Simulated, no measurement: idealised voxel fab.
The name of this process module is voxel self aligned contacts.
Each square cell in cross-section cut measures 5 nm, and the section as a whole is 250 nm wide.
Think of the cross-section as a grid of square cells. We describe it in bands, top to bottom, and each band covers one or more rows of those cells.
Band: top and bottom heights (nm) first, top before bottom; then materials from left to right, widths in nm. "edge to edge" marks a sole material filling the band edge to edge. "air" denotes empty space.
Heights are measured from 0, the level below which the as-received wafer is all one material; the lowest band has no bottom and continues downward, written as in "top 0, no bottom".
It should be noted that a width expressed as "30 to 40" varies in equal increments from row to row of cells within the band, taking the value of the first number at the top row and that of the second number at the bottom row.
For the purposes of this document, the phrase "no alterations made" attached to a step denotes that no cell within the cross-section was modified by that step.
Basically, "Fully sealed cavities" tells you about the enclosed voids: empty spaces with no open way to the top, 8 cells or bigger, each written width x height at distance, where distance is from the left edge, all in nm.
Post-settings text on a step line: simulator's own remark regarding the step.
overlay nm: where the mask lay relative to plan, measured to the right, on steps with a mask; negatives go left.
Planned step list for the process:
| 1 | RECEIVE, material Si |
| 2 | CONFORMAL_DEP, material SiO2, thk nm 5 |
| 3 | DIRECTIONAL_DEP, material polySi, thk nm 30 |
| 4 | DIRECTIONAL_DEP, material SiN, thk nm 20 |
| 5 | MASKED_ETCH, tone cover, mask id GATE, width nm 25, pitch nm 65, etch materials SiN, depth nm 20, overlay nm 0 |
| 6 | MASKED_ETCH, tone cover, mask id GATE, width nm 25, pitch nm 65, etch materials polySi, depth nm 30, overlay nm 0 |
| 7 | CONFORMAL_DEP, material SiN, thk nm 10 |
| 8 | DIRECTIONAL_ETCH, etch materials SiN, depth nm 10 |
| 9 | FILL_DEP, material SiO2, thk nm 15 |
| 10 | CMP, height nm 60 |
| 11 | PATTERN, tone open, mask id CONTACT, material resist, width nm 50, pitch nm 65, thk nm 20, overlay nm 0 |
| 12 | DIRECTIONAL_ETCH, etch materials SiO2, depth nm 60 |
| 13 | STRIP, etch materials resist |
| 14 | CONFORMAL_DEP, material TiN, thk nm 5 |
| 15 | FILL_DEP, material W, thk nm 5 |
| 16 | CMP, height nm 60 |
| 17 | CONFORMAL_DEP, material SiN, thk nm 5 |
Cross-section of the wafer as it came to us, i.e., already through step 1:
> top 0, no bottom | Si edge to edge
> Fully sealed cavities: none
First of two wafers, end-of-module section, run followed plan:
> top 65, bottom 60 | SiN edge to edge
> top 60, bottom 55 | 65 nm SiO2; 20 nm TiN; 10 nm W; 20 nm TiN; 15 nm SiO2; 20 nm TiN; 10 nm W; 20 nm TiN; 70 nm SiO2
> top 55, bottom 35 | 35 nm SiO2; 45 nm SiN; 5 nm TiN; 10 nm W; 5 nm TiN; 45 nm SiN; 5 nm TiN; 10 nm W; 5 nm TiN; 45 nm SiN; 40 nm SiO2
> top 35, bottom 5 | 35 nm SiO2; 10 nm SiN; 25 nm polySi; 10 nm SiN; 5 nm TiN; 10 nm W; 5 nm TiN; 10 nm SiN; 25 nm polySi; 10 nm SiN; 5 nm TiN; 10 nm W; 5 nm TiN; 10 nm SiN; 25 nm polySi; 10 nm SiN; 40 nm SiO2
> top 5, bottom 0 | 80 nm SiO2; 20 nm TiN; 45 nm SiO2; 20 nm TiN; 85 nm SiO2
> top 0, no bottom | Si edge to edge
> Fully sealed cavities: none
Presented here is a cross-section of the second of the two wafers as it stood at the end of the module. It was started in the same manner and assigned the same plan as the first wafer; however, one mistake was made in its execution:
> top 65, bottom 60 | SiN edge to edge
> top 60, bottom 55 | 35 nm SiO2; 45 nm SiN; 20 nm TiN; 45 nm SiN; 20 nm TiN; 45 nm SiN; 40 nm SiO2
> top 55, bottom 35 | SiN edge to edge
> top 35, bottom 5 | polySi edge to edge
> top 5, bottom 0 | SiO2 edge to edge
> top 0, no bottom | Si edge to edge
> Fully sealed cavities: none
Here's what went sideways: it should be noted that step 4 of the plan was executed twice
Bottom line after processing is that, in cells, the second wafer is up or down on some materials versus the first: SiN +47 | SiO2 -157 | TiN -56 | W -44 | polySi +210
